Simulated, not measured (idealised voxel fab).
The process module that follows is named voxel double patterning.
Square cell edge 5 nm, section width 220 nm, ID cut.
Reading order for cross-sections: top band down to bottom band. Underlying form: a grid of square cells. Band size: one or more rows of cells.
First you get the band's top height and its bottom height, in nm, and then the materials it's made of, left to right, with each width in nm. If you see a single material with "all across", that one covers the band edge to edge. "air" is empty space.
Ref level 0: as-received wafer is one material below here. Bottom band extends down with no lower bound ("0 down").
You'd read "30 to 40" like this: the band's top row of cells is as wide as the first number, its bottom row is as wide as the second, and going down, every row changes width by the same amount as the row before did.
"stayed the same", as given for a step, is the statement that not any cell of the cross-section underwent a change during that step.
The entry "Closed empty spaces" lists the empty spaces that cover at least 8 cells and have no open path to the top. Each is written as width x height at distance, where the distance is measured from the left edge and all three values are in nm.
Past the settings on a step's line: simulator remark, on that step.
On any step carrying a mask, the "overlay nm" setting, if present on the step's line, tells how far right of its planned place the mask lay; negative values point to the left.
[Set out below are the planned steps of the process]
1) RECEIVE (material Si)
2) CONFORMAL_DEP (material SiO2; thk nm 10)
3) DIRECTIONAL_DEP (material W; thk nm 15)
4) DIRECTIONAL_DEP (material SiCN; thk nm 5)
5) DIRECTIONAL_DEP (material aC; thk nm 10)
6) PATTERN (tone open; mask id FIRST; material resist; width nm 15; pitch nm 50; thk nm 25; overlay nm 0)
7) DIRECTIONAL_ETCH (etch materials aC; depth nm 10)
8) STRIP (etch materials resist)
9) DIRECTIONAL_ETCH (etch materials SiCN; depth nm 5)
10) STRIP (etch materials aC)
11) DIRECTIONAL_DEP (material aC; thk nm 10)
12) PATTERN (tone open; mask id SECOND; material resist; width nm 15; pitch nm 50; thk nm 30; overlay nm 0)
13) DIRECTIONAL_ETCH (etch materials aC; depth nm 10)
14) STRIP (etch materials resist)
15) DIRECTIONAL_ETCH (etch materials SiCN; depth nm 5)
16) STRIP (etch materials aC)
17) DIRECTIONAL_ETCH (etch materials W; depth nm 15)
18) STRIP (etch materials SiCN)
[Cross-section, incoming material, after step 1]
> 0 down  Si all across
> Closed empty spaces: none
[First of two wafers, end-of-module section, run followed plan]
> 25 to 10  W (50) | air (15) | W (10) | air (15) | W (10) | air (15) | W (10) | air (15) | W (10) | air (15) | W (55)
> 10 to 0  SiO2 all across
> 0 down  Si all across
> Closed empty spaces: none
[Wafer two (of two), end-of-module cross-section: start = wafer one, plan = wafer one, one run mistake]
> 40 to 25  W (50) | air (15) | W (10) | air (15) | W (10) | air (15) | W (10) | air (15) | W (10) | air (15) | W (55)
> 25 to 10  W all across
> 10 to 0  SiO2 all across
> 0 down  Si all across
> Closed empty spaces: none
Run error: twice over, step 3 of the plan was run
End of process, cell counts, second wafer against first, materials with more or fewer: W +132
